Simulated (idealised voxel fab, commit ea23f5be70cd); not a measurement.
The following process module bears the name voxel self aligned contacts.
It is cross-section cut that appears here, measuring 265 nm in width, its square cells being 5 nm in size.
How to read a cross-section here: the picture is a grid of square cells, written as bands going from the top down, and any band can span one or more rows of cells.
A band entry consists of two parts. The first gives the height of the band's top and the height of its bottom, in nm. The rest lists the band's materials from left to right, each with its width in nm. A single material labelled with the word "all across" fills the band from edge to edge, and the word "blank" marks empty space.
Heights from 0 (as-received wafer is one material below). Bottom band endless downward, as "z 0 and below".
So if you see something like "30 to 40" for the width, read it as the top row of the band sitting at the first number and the bottom row at the second, with every row in between moving by the same amount as the last.
Where the words "remained unchanged" appear for a step, the cross-section shows no cell changed by that step; every cell remained as before.
"Cavities, closed": sealed empty spaces, 8 cells or more, no open way to top, listed width x height at distance, with distance from the left edge and width, height and distance in nm.
Past the settings on a step's line: simulator remark, on that step.
Among the settings permitted on a step's line is "overlay nm"; applied to a step with a mask, it specifies the extent to which the mask lay to the right of its planned position, whereas a negative figure signifies a position to the left.

[Below is the list of planned process steps]
| 1 | RECEIVE: material Si |
| 2 | OXIDIZE: depth nm 5 |
| 3 | DIRECTIONAL_DEP: material polySi, thk nm 30 |
| 4 | DIRECTIONAL_DEP: material SiN, thk nm 20 |
| 5 | DIRECTIONAL_DEP: material aC, thk nm 15 |
| 6 | PATTERN: tone cover, mask id GATE, material resist, width nm 35, pitch nm 70, thk nm 30, overlay nm 0 |
| 7 | DIRECTIONAL_ETCH: etch materials aC, depth nm 15 |
| 8 | STRIP: etch materials resist |
| 9 | DIRECTIONAL_ETCH: etch materials SiN, depth nm 20 |
| 10 | DIRECTIONAL_ETCH: etch materials polySi, depth nm 30 |
| 11 | STRIP: etch materials aC |
| 12 | CONFORMAL_DEP: material SiN, thk nm 5 |
| 13 | DIRECTIONAL_ETCH: etch materials SiN, depth nm 5 |
| 14 | FILL_DEP: material SiO2, thk nm 10 |
| 15 | CMP: height nm 55 |
| 16 | PATTERN: tone open, mask id CONTACT, material resist, width nm 45, thk nm 15, overlay nm 0 |
| 17 | DIRECTIONAL_ETCH: etch materials SiO2, depth nm 60 |
| 18 | STRIP: etch materials resist |
| 19 | CONFORMAL_DEP: material TiN, thk nm 5 |
| 20 | FILL_DEP: material Ru, thk nm 10 |
| 21 | CMP: height nm 55 |
| 22 | CONFORMAL_DEP: material SiN, thk nm 5 |
For clarity, it should be stated that the wafers under discussion commence in an identical condition and differ with respect to the width nm of step 16, the plan indicating the value that the first wafer had.

[Cross-section of the first of several wafers as received (after step 1)]
  z 0 and below  Si all across
  Cavities, closed: none

[Wafer rows, end of module: cells per material gained (+) or lost (-) since receipt; closed voids last]
width nm 45; +33 Ru; -53 Si; +149 SiN; +392 SiO2; +31 TiN; +84 polySi; Cavities, closed: none
width nm 50; +33 Ru; -53 Si; +149 SiN; +391 SiO2; +32 TiN; +84 polySi; Cavities, closed: none
width nm 55; +33 Ru; -53 Si; +149 SiN; +390 SiO2; +33 TiN; +84 polySi; Cavities, closed: none
width nm 60; +33 Ru; -53 Si; +149 SiN; +389 SiO2; +34 TiN; +84 polySi; Cavities, closed: none
width nm 65; +33 Ru; -53 Si; +149 SiN; +388 SiO2; +35 TiN; +84 polySi; Cavities, closed: none
width nm 70; +33 Ru; -53 Si; +149 SiN; +387 SiO2; +36 TiN; +84 polySi; Cavities, closed: none
